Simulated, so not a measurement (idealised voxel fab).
Process module heading - voxel trench capacitor
Square cells of 5 nm make up the cross-section cut, whose width is 225 nm.
The cross-sections in this document take the form of a grid made of square cells. They are written out as bands, in order from top to bottom. Each band consists of one or more rows of cells. This entry defines a band. It first specifies the height of the band's top and the height of its bottom in nm, and then specifies the band's materials from left to right, stating each material with its width in nm. The word "everywhere" identifies a single material that fills the band from edge to edge, while the word "air" identifies empty space. A quick word on heights: they are counted from 0, and under that level the wafer as it came to us is one material throughout. The lowest band is different from the rest in having no bottom; it simply continues downward, written as in "top 0, no bottom". The two numbers in a width such as "30 to 40" mark its ends across the band: the first belongs to the top row of cells, the second to the bottom row, and from each row to the next the width moves by the same amount. The designation "remained the same", where it is given for a processing step, indicates that no cell of the cross-section was altered in the course of that step. The label "Sealed void listing" introduces a list of the empty spaces, 8 cells or larger, that have no open way up to the top; each entry in it reads width x height at distance, where the distance is taken from the left edge and all three are stated in nm. Read whatever lies past the settings on a step's line as the simulator's own remark about the step. overlay nm: where the mask lay relative to plan, measured to the right, on steps with a mask; negatives go left.
-- This section lists the process steps that were planned
step 1: op RECEIVE | material Si
step 2: op CONFORMAL_DEP | material SiN | thk nm 5
step 3: op DIRECTIONAL_DEP | material aC | thk nm 10
step 4: op PATTERN | tone open | mask id TRENCH | material resist | width nm 15 | pitch nm 45 | thk nm 25 | overlay nm 0
step 5: op DIRECTIONAL_ETCH | etch materials aC | depth nm 10
step 6: op STRIP | etch materials resist
step 7: op DIRECTIONAL_ETCH | etch materials SiN | depth nm 5
step 8: op DIRECTIONAL_ETCH | etch materials Si | depth nm 30
step 9: op STRIP | etch materials aC
step 10: op CONFORMAL_DEP | material Al2O3 | thk nm 5
step 11: op FILL_DEP | material polySi | thk nm 10
step 12: op CMP | height nm 5
The plan's step 4 width nm is the first wafer's value; the wafers differ in this setting and start identical.
-- Cross-section of the first incoming wafer of several, state after step 1
* top 0, no bottom: Si everywhere
* Sealed void listing: none
-- Basically each wafer gets a line in the table, showing it at the end of the module: material by material, the cells it gained (+) or lost (-) since we got it, then its closed voids
width nm 15, +30 Al2O3, -36 Si, +39 SiN, +12 polySi, Sealed void listing: none
width nm 20, +32 Al2O3, -48 Si, +37 SiN, +24 polySi, Sealed void listing: none
width nm 25, +34 Al2O3, -60 Si, +35 SiN, +36 polySi, Sealed void listing: none
width nm 30, +36 Al2O3, -72 Si, +33 SiN, +48 polySi, Sealed void listing: none
